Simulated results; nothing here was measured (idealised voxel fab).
Process module under the name voxel fin reveal
Cross-sectional view cut (width: 205 nm; square cell size: 5 nm).
Heads up, the way a cross-section reads in here is a grid of square cells, handed over as bands from the top down, with every band being one or more rows of cells.
For a band, the entry starts with two heights in nm, that of the top and then that of the bottom, and carries on with the band's materials in order from left to right, each alongside its width in nm; the word "edge to edge" beside a single material means it fills the band edge to edge, and "blank" means empty space.
Counting heights begins at 0, where everything beneath is, in the wafer as received, one material. The lowest band has no bottom; it goes on downwards, as "top 0, no bottom" shows.
A width such as "30..40" changes by the same amount from each row of cells to the next, from the band's top row to its bottom row.
For the purposes of this document, the phrase "no change" attached to a step denotes that no cell within the cross-section was modified by that step.
"closed voids" lists enclosed empty spaces (at least 8 cells, no open path upward to the top), each as width x height at distance from the left edge, in nm.
Text after the settings on a step's line: the simulator's own remark on that step.
If you see "overlay nm" on a step's line and that step has a mask, it's telling you how far right of where it was planned the mask ended up; a negative number means it went left instead.
These are the steps we planned for the process
1: RECEIVE with material Si
2: CONFORMAL_DEP with material SiN, thk nm 5
3: DIRECTIONAL_DEP with material aC, thk nm 15
4: PATTERN with tone cover, mask id FINS, material resist, width nm 15, pitch nm 40, thk nm 30, overlay nm 0
5: DIRECTIONAL_ETCH with etch materials aC, depth nm 15
6: STRIP with etch materials resist
7: DIRECTIONAL_ETCH with etch materials SiN, depth nm 5
8: DIRECTIONAL_ETCH with etch materials Si, depth nm 40
9: STRIP with etch materials aC
10: OXIDIZE with depth nm 5
11: FILL_DEP with material SiO2, thk nm 15
12: CMP with height nm 5
13: SELECTIVE_ETCH with etch materials SiO2, depth nm 30
14: STRIP with etch materials SiN
15: CONFORMAL_DEP with material HfO2, thk nm 5
Wafer cross-section on receipt, i.e. after step 1
* top 0, no bottom | Si edge to edge
* closed voids: none
Starting structure and process plan are as shown above, but one mistake was made in running the module; the wafer cross-section at the end of the module follows
* top 15, bottom 0 | 45 of blank; 35 of HfO2; 5 of blank; 35 of HfO2; 5 of blank; 35 of HfO2; 45 of blank
* top 0, bottom -10 | 45 of blank; 15 of HfO2; 5 of Si; 15 of HfO2; 5 of blank; 15 of HfO2; 5 of Si; 15 of HfO2; 5 of blank; 15 of HfO2; 5 of Si; 15 of HfO2; 45 of blank
* top -10, bottom -25 | 60 of HfO2; 5 of Si; 35 of HfO2; 5 of Si; 35 of HfO2; 5 of Si; 60 of HfO2
* top -25, bottom -45 | 60 of SiO2; 5 of Si; 35 of SiO2; 5 of Si; 35 of SiO2; 5 of Si; 60 of SiO2
* top -45, no bottom | Si edge to edge
* closed voids: none
What went wrong in running the wafer? not per plan at step 15, really ran CONFORMAL_DEP with material HfO2, thk nm 15
